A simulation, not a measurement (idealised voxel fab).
process module | voxel gate over fins
cross-section cut | 210 nm wide | cells 5 nm
A cross-section is a grid of square cells, given in bands from the top down. A band is one or more rows of cells.
Each band's line starts with the height of the band's top and of its bottom, in nm. Then come its materials from left to right, each with its width in nm. One material with "throughout" fills the band from edge to edge. "air" is empty space.
Height 0 is the level under which the wafer as received is all one material. The lowest band goes on downwards, as in "0 down".
A width such as "30 to 40" changes by the same amount from each row of cells to the next, from the band's top row to its bottom row.
"no change" after a step means that no cell of the cross-section changed.
closed voids: empty space of 8 cells or more with no open way to the top, each as width x height at its distance from the left edge, in nm
after a step's settings: what the simulator itself notes on the step
overlay nm, on a step with a mask: how far to the right of its planned place the mask lay; to the left if negative
plan
1 op RECEIVE | material Si
2 op CONFORMAL_DEP | material SiN | thk nm 5
3 op DIRECTIONAL_DEP | material aC | thk nm 10
4 op PATTERN | tone cover | mask id FINS | material resist | width nm 15 | pitch nm 35 | thk nm 30 | overlay nm 0
5 op DIRECTIONAL_ETCH | etch materials aC | depth nm 10
6 op STRIP | etch materials resist
7 op DIRECTIONAL_ETCH | etch materials SiN | depth nm 5
8 op DIRECTIONAL_ETCH | etch materials Si | depth nm 35
9 op STRIP | etch materials aC
10 op OXIDIZE | depth nm 5
11 op FILL_DEP | material SiO2 | thk nm 15
12 op CMP | height nm 5
13 op SELECTIVE_ETCH | etch materials SiO2 | depth nm 20
14 op STRIP | etch materials SiN
15 op CONFORMAL_DEP | material HfO2 | thk nm 5
16 op CONFORMAL_DEP | material TiN | thk nm 5
17 op CONFORMAL_DEP | material TiAl | thk nm 5
18 op CONFORMAL_DEP | material TiN | thk nm 5
19 op FILL_DEP | material W | thk nm 15
20 op CMP | height nm 30
21 op CONFORMAL_DEP | material SiN | thk nm 5
as received, after step 1
  0 down: Si throughout
  closed voids: none
first wafer at the end, as planned
  35 to 30: SiN throughout
  30 to 20: W throughout
  20 to 15: W 30 | TiN 150 | W 30
  15 to 10: W 30 | TiN 5 | TiAl 140 | TiN 5 | W 30
  10 to 5: W 30 | TiN 5 | TiAl 5 | TiN 25 | TiAl 10 | TiN 25 | TiAl 10 | TiN 25 | TiAl 10 | TiN 25 | TiAl 5 | TiN 5 | W 30
  5 to 0: TiN 35 | TiAl 5 | TiN 5 | HfO2 15 | TiN 5 | TiAl 10 | TiN 5 | HfO2 15 | TiN 5 | TiAl 10 | TiN 5 | HfO2 15 | TiN 5 | TiAl 10 | TiN 5 | HfO2 15 | TiN 5 | TiAl 5 | TiN 35
  0 to -5: TiAl 40 | TiN 5 | HfO2 5 | Si 5 | HfO2 5 | TiN 5 | TiAl 10 | TiN 5 | HfO2 5 | Si 5 | HfO2 5 | TiN 5 | TiAl 10 | TiN 5 | HfO2 5 | Si 5 | HfO2 5 | TiN 5 | TiAl 10 | TiN 5 | HfO2 5 | Si 5 | HfO2 5 | TiN 5 | TiAl 40
  -5 to -10: TiN 45 | HfO2 5 | Si 5 | HfO2 5 | TiN 20 | HfO2 5 | Si 5 | HfO2 5 | TiN 20 | HfO2 5 | Si 5 | HfO2 5 | TiN 20 | HfO2 5 | Si 5 | HfO2 5 | TiN 45
  -10 to -15: HfO2 50 | Si 5 | HfO2 30 | Si 5 | HfO2 30 | Si 5 | HfO2 30 | Si 5 | HfO2 50
  -15 to -40: SiO2 50 | Si 5 | SiO2 30 | Si 5 | SiO2 30 | Si 5 | SiO2 30 | Si 5 | SiO2 50
  -40 down: Si throughout
  closed voids: none
second wafer at the end: like start, like plan, one mistake
  35 to 30: SiN throughout
  30 to 15: W throughout
  15 to 10: W 35 | TiN 140 | W 35
  10 to 5: W 35 | TiN 5 | TiAl 25 | TiN 10 | TiAl 25 | TiN 10 | TiAl 25 | TiN 10 | TiAl 25 | TiN 5 | W 35
  5 to 0: W 35 | TiN 5 | TiAl 5 | TiN 15 | TiAl 5 | TiN 10 | TiAl 5 | TiN 15 | TiAl 5 | TiN 10 | TiAl 5 | TiN 15 | TiAl 5 | TiN 10 | TiAl 5 | TiN 15 | TiAl 5 | TiN 5 | W 35
  0 to -5: TiN 40 | TiAl 5 | TiN 5 | Si 5 | TiN 5 | TiAl 5 | TiN 10 | TiAl 5 | TiN 5 | Si 5 | TiN 5 | TiAl 5 | TiN 10 | TiAl 5 | TiN 5 | Si 5 | TiN 5 | TiAl 5 | TiN 10 | TiAl 5 | TiN 5 | Si 5 | TiN 5 | TiAl 5 | TiN 40
  -5 to -10: TiAl 45 | TiN 5 | Si 5 | TiN 5 | TiAl 20 | TiN 5 | Si 5 | TiN 5 | TiAl 20 | TiN 5 | Si 5 | TiN 5 | TiAl 20 | TiN 5 | Si 5 | TiN 5 | TiAl 45
  -10 to -15: TiN 50 | Si 5 | TiN 30 | Si 5 | TiN 30 | Si 5 | TiN 30 | Si 5 | TiN 50
  -15 to -40: SiO2 50 | Si 5 | SiO2 30 | Si 5 | SiO2 30 | Si 5 | SiO2 30 | Si 5 | SiO2 50
  -40 down: Si throughout
  closed voids: none
what went wrong: step 15 was left out
at the end the second wafer has, in cells: 66 fewer of HfO2 | 18 more of TiN | 48 more of W
